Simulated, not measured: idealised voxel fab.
process module | voxel transistor to metal
cross-section cut | 160 nm wide | cells 5 nm
A cross-section is a grid of square cells, given in bands from the top down. A band is one or more rows of cells.
Each band's line starts with the height of the band's top and of its bottom, in nm. Then come its materials from left to right, each with its width in nm. One material with "throughout" fills the band from edge to edge. "air" is empty space.
Height 0 is the level under which the wafer as received is all one material. The lowest band goes on downwards, as in "0 down".
A width such as "30 to 40" changes by the same amount from each row of cells to the next, from the band's top row to its bottom row.
"no change" after a step means that no cell of the cross-section changed.
closed voids: empty space of 8 cells or more with no open way to the top, each as width x height at its distance from the left edge, in nm
after a step's settings: what the simulator itself notes on the step
overlay nm, on a step with a mask: how far to the right of its planned place the mask lay; to the left if negative
plan
1 op RECEIVE | material Si
2 op OXIDIZE | depth nm 5
3 op CONFORMAL_DEP | material SiN | thk nm 10
4 op MASKED_ETCH | tone cover | mask id ACTIVE | width nm 100 | etch materials SiN | depth nm 10 | overlay nm 0
5 op MASKED_ETCH | tone cover | mask id ACTIVE | width nm 100 | etch materials SiO2 | depth nm 5 | overlay nm 0
6 op MASKED_ETCH | tone cover | mask id ACTIVE | width nm 100 | etch materials Si | depth nm 25 | overlay nm 0
7 op OXIDIZE | depth nm 5
8 op FILL_DEP | material SiO2 | thk nm 15
9 op CMP | height nm 10
10 op SELECTIVE_ETCH | etch materials SiO2 | depth nm 5
11 op STRIP | etch materials SiN
12 op SELECTIVE_ETCH | etch materials SiO2 | depth nm 5
13 op OXIDIZE | depth nm 5
14 op DIRECTIONAL_DEP | material polySi | thk nm 30
15 op DIRECTIONAL_DEP | material SiCN | thk nm 10
16 op MASKED_ETCH | tone cover | mask id GATE | width nm 20 | etch materials SiCN | depth nm 20 | overlay nm 0
17 op MASKED_ETCH | tone cover | mask id GATE | width nm 20 | etch materials polySi | depth nm 40 | overlay nm -5
18 op CONFORMAL_DEP | material SiN | thk nm 5
19 op DIRECTIONAL_ETCH | etch materials SiN | depth nm 5
20 op DIRECTIONAL_ETCH | etch materials SiO2 | depth nm 5
21 op EPI | material pSi | thk nm 5
22 op FILL_DEP | material SiO2 | thk nm 10
23 op CMP | height nm 35
24 op DIRECTIONAL_DEP | material SiO2 | thk nm 15
25 op MASKED_ETCH | tone open | mask id CONTACT | width nm 15 | pitch nm 75 | etch materials SiO2 | depth nm 55 | overlay nm 0
26 op CONFORMAL_DEP | material TiN | thk nm 5
27 op FILL_DEP | material Ru | thk nm 5
28 op CMP | height nm 50
29 op CONFORMAL_DEP | material SiCN | thk nm 5
30 op DIRECTIONAL_DEP | material SiO2 | thk nm 25
31 op PATTERN | tone open | mask id METAL_1 | material resist | width nm 15 | pitch nm 75 | thk nm 15 | overlay nm 0
32 op DIRECTIONAL_ETCH | etch materials SiO2 | depth nm 25
33 op DIRECTIONAL_ETCH | etch materials SiCN | depth nm 5
34 op STRIP | etch materials resist
35 op CONFORMAL_DEP | material TiN | thk nm 5
36 op FILL_DEP | material Ru | thk nm 5
37 op CMP | height nm 80
38 op EPI | material Ru | thk nm 5
39 op FILL_DEP | material SiCN | thk nm 5
varied across the wafers: overlay nm of step 17. The plan shows the first wafer's value. All wafers start alike
first wafer as received, after step 1
  0 down: Si throughout
  closed voids: none
first wafer at the end, after step 39
  90 to 85: SiCN throughout
  85 to 80: SiCN 30 | Ru 25 | SiCN 50 | Ru 25 | SiCN 30
  80 to 55: SiO2 35 | TiN 5 | Ru 5 | TiN 5 | SiO2 60 | TiN 5 | Ru 5 | TiN 5 | SiO2 35
  55 to 50: SiCN 35 | TiN 15 | SiCN 60 | TiN 15 | SiCN 35
  50 to 35: SiO2 35 | TiN 5 | Ru 5 | TiN 5 | SiO2 60 | TiN 5 | Ru 5 | TiN 5 | SiO2 35
  35 to 25: SiO2 35 | TiN 5 | Ru 5 | TiN 5 | SiO2 15 | SiN 5 | SiCN 20 | SiN 5 | SiO2 15 | TiN 5 | Ru 5 | TiN 5 | SiO2 35
  25 to 0: SiO2 35 | TiN 5 | Ru 5 | TiN 5 | SiO2 10 | SiN 5 | polySi 25 | SiN 5 | SiO2 15 | TiN 5 | Ru 5 | TiN 5 | SiO2 35
  0 to -5: SiO2 25 | SiN 5 | SiO2 5 | TiN 15 | SiO2 10 | SiN 5 | polySi 25 | SiN 5 | SiO2 15 | TiN 15 | SiO2 5 | SiN 5 | SiO2 25
  -5 to -10: SiO2 30 | pSi 30 | SiO2 35 | pSi 35 | SiO2 30
  -10 to -35: SiO2 35 | Si 90 | SiO2 35
  -35 down: Si throughout
  closed voids: none
last wafer at the end
  90 to 85: SiCN throughout
  85 to 80: SiCN 30 | Ru 25 | SiCN 50 | Ru 25 | SiCN 30
  80 to 55: SiO2 35 | TiN 5 | Ru 5 | TiN 5 | SiO2 60 | TiN 5 | Ru 5 | TiN 5 | SiO2 35
  55 to 50: SiCN 35 | TiN 15 | SiCN 60 | TiN 15 | SiCN 35
  50 to 35: SiO2 35 | TiN 5 | Ru 5 | TiN 5 | SiO2 60 | TiN 5 | Ru 5 | TiN 5 | SiO2 35
  35 to 25: SiO2 35 | TiN 5 | Ru 5 | TiN 5 | SiO2 15 | SiN 5 | SiCN 20 | SiN 5 | SiO2 15 | TiN 5 | Ru 5 | TiN 5 | SiO2 35
  25 to 0: SiO2 35 | TiN 5 | Ru 5 | TiN 5 | SiO2 15 | SiN 5 | polySi 25 | SiN 5 | SiO2 10 | TiN 5 | Ru 5 | TiN 5 | SiO2 35
  0 to -5: SiO2 25 | SiN 5 | SiO2 5 | TiN 15 | SiO2 15 | SiN 5 | polySi 25 | SiN 5 | SiO2 10 | TiN 15 | SiO2 5 | SiN 5 | SiO2 25
  -5 to -10: SiO2 30 | pSi 35 | SiO2 35 | pSi 30 | SiO2 30
  -10 to -35: SiO2 35 | Si 90 | SiO2 35
  -35 down: Si throughout
  closed voids: none
each wafer at the end: cells of each material gained (+) or lost (-) since it was received, then its closed voids
overlay nm -5 | +40 Ru | -134 Si | +88 SiCN | +18 SiN | +449 SiO2 | +72 TiN | +13 pSi | +30 polySi | closed voids: none
overlay nm 0 | +40 Ru | -134 Si | +88 SiCN | +18 SiN | +454 SiO2 | +72 TiN | +14 pSi | +24 polySi | closed voids: none
overlay nm 5 | +40 Ru | -134 Si | +88 SiCN | +18 SiN | +449 SiO2 | +72 TiN | +13 pSi | +30 polySi | closed voids: none
